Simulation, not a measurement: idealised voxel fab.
Name of the process module below: voxel wiring stack
Each square cell in cross-section cut measures 5 nm, and the section as a whole is 280 nm wide.
If you're reading a cross-section in this doc, picture square cells in a grid; it comes to you as bands, top ones listed first down to the bottom, and a band can be one or more rows of cells. Heads up on the band format: heights come first, top then bottom, in nm. After that it's the materials left to right, each with its width in nm. A single material flagged "everywhere" fills the whole band edge to edge, and "air" means there's empty space there. Height reference: 0 = level under which incoming wafer is all one material. Lowest band: no bottom, runs on downward, e.g. "from 0 down". When a width is written as two numbers, as in "30->40", the first number is the width in the top row of cells of the band and the second is the width in its bottom row, and the width changes by the same amount from each row to the next. "no change occurred", as given for a step, is the statement that not any cell of the cross-section underwent a change during that step. "Trapped cavities" means: voids of 8 cells or more that are shut off from the top with no open way through. Written width x height at distance, distance from the left edge, in nm. Formally, on a step line, whatever follows the settings is a remark that the simulator itself makes on the step. "overlay nm" on a masked step: distance the mask lay right of its planned place, negative for left.
-- This section lists the process steps that were planned
1: RECEIVE,material Si
2: CONFORMAL_DEP,material SiO2,thk nm 10
3: CONFORMAL_DEP,material SiN,thk nm 5
4: DIRECTIONAL_DEP,material lowk,thk nm 25
5: PATTERN,tone open,mask id METAL_1,material resist,width nm 25,pitch nm 40,thk nm 20,overlay nm 0
6: DIRECTIONAL_ETCH,etch materials lowk,depth nm 25
7: DIRECTIONAL_ETCH,etch materials SiN,depth nm 5
8: STRIP,etch materials resist
9: CONFORMAL_DEP,material TiN,thk nm 5
10: FILL_DEP,material W,thk nm 5
11: CMP,height nm 40
12: CONFORMAL_DEP,material SiCN,thk nm 5
13: DIRECTIONAL_DEP,material SiO2,thk nm 30
14: PATTERN,tone open,mask id METAL_2_HOLES,material resist,width nm 15,pitch nm 40,thk nm 20,overlay nm 0
15: DIRECTIONAL_ETCH,etch materials SiO2,depth nm 30
16: STRIP,etch materials resist
17: DIRECTIONAL_DEP,material aC,thk nm 15
18: PATTERN,tone open,mask id METAL_2,material resist,width nm 25,pitch nm 40,thk nm 30,overlay nm 0
19: DIRECTIONAL_ETCH,etch materials aC,depth nm 15
20: STRIP,etch materials resist
21: DIRECTIONAL_ETCH,etch materials SiO2,depth nm 15
22: DIRECTIONAL_ETCH,etch materials SiCN,depth nm 5
23: STRIP,etch materials aC
24: CONFORMAL_DEP,material TiN,thk nm 5
25: FILL_DEP,material Cu,thk nm 10
26: CMP,height nm 75
27: CONFORMAL_DEP,material SiCN,thk nm 5
28: DIRECTIONAL_DEP,material lowk,thk nm 25
29: PATTERN,tone open,mask id METAL_3_HOLES,material resist,width nm 15,pitch nm 40,thk nm 20,overlay nm 0
30: DIRECTIONAL_ETCH,etch materials lowk,depth nm 25
31: STRIP,etch materials resist
32: DIRECTIONAL_DEP,material aC,thk nm 10
33: PATTERN,tone open,mask id METAL_3,material resist,width nm 25,pitch nm 40,thk nm 30,overlay nm 0
34: DIRECTIONAL_ETCH,etch materials aC,depth nm 10
35: STRIP,etch materials resist
36: DIRECTIONAL_ETCH,etch materials lowk,depth nm 15
37: DIRECTIONAL_ETCH,etch materials SiCN,depth nm 5
38: STRIP,etch materials aC
39: CONFORMAL_DEP,material TiN,thk nm 5
40: FILL_DEP,material Cu,thk nm 10
41: CMP,height nm 105
42: CONFORMAL_DEP,material SiCN,thk nm 5
-- as received, after step 1
* from 0 down: Si everywhere
* Trapped cavities: none
-- Starting wafer: above. Plan: above. Run: one mistake. Cross-section after the module: below
* from 110 to 105: SiCN everywhere
* from 105 to 100: Cu everywhere
* from 100 to 95: TiN (70) | Cu (15) | TiN (25) | Cu (15) | TiN (25) | Cu (15) | TiN (25) | Cu (15) | TiN (75)
* from 95 to 85: lowk (65) | TiN (5) | Cu (15) | TiN (5) | lowk (15) | TiN (5) | Cu (15) | TiN (5) | lowk (15) | TiN (5) | Cu (15) | TiN (5) | lowk (15) | TiN (5) | Cu (15) | TiN (5) | lowk (70)
* from 85 to 80: lowk (65) | TiN (5) | Cu (5) | TiN (15) | lowk (15) | TiN (5) | Cu (5) | TiN (15) | lowk (15) | TiN (5) | Cu (5) | TiN (15) | lowk (15) | TiN (5) | Cu (5) | TiN (15) | lowk (70)
* from 80 to 70: lowk (65) | TiN (5) | Cu (5) | TiN (5) | lowk (25) | TiN (5) | Cu (5) | TiN (5) | lowk (25) | TiN (5) | Cu (5) | TiN (5) | lowk (25) | TiN (5) | Cu (5) | TiN (5) | lowk (80)
* from 70 to 65: SiCN (65) | TiN (15) | SiCN (25) | TiN (15) | SiCN (25) | TiN (15) | SiCN (25) | TiN (15) | SiCN (80)
* from 65 to 60: SiO2 (65) | TiN (5) | Cu (5) | TiN (15) | SiO2 (15) | TiN (5) | Cu (5) | TiN (15) | SiO2 (15) | TiN (5) | Cu (5) | TiN (15) | SiO2 (15) | TiN (5) | Cu (5) | TiN (15) | SiO2 (70)
* from 60 to 45: SiO2 (65) | TiN (5) | Cu (5) | TiN (5) | SiO2 (25) | TiN (5) | Cu (5) | TiN (5) | SiO2 (25) | TiN (5) | Cu (5) | TiN (5) | SiO2 (25) | TiN (5) | Cu (5) | TiN (5) | SiO2 (80)
* from 45 to 40: SiCN (65) | TiN (15) | SiCN (25) | TiN (15) | SiCN (25) | TiN (15) | SiCN (25) | TiN (15) | SiCN (80)
* from 40 to 15: lowk (65) | TiN (5) | W (15) | TiN (5) | lowk (15) | TiN (5) | W (15) | TiN (5) | lowk (15) | TiN (5) | W (15) | TiN (5) | lowk (15) | TiN (5) | W (15) | TiN (5) | lowk (70)
* from 15 to 10: SiN (65) | TiN (25) | SiN (15) | TiN (25) | SiN (15) | TiN (25) | SiN (15) | TiN (25) | SiN (70)
* from 10 to 0: SiO2 everywhere
* from 0 down: Si everywhere
* Trapped cavities: none
what went wrong: so step 26 ended up running with a different setting than we planned, it ran as CMP,height nm 65
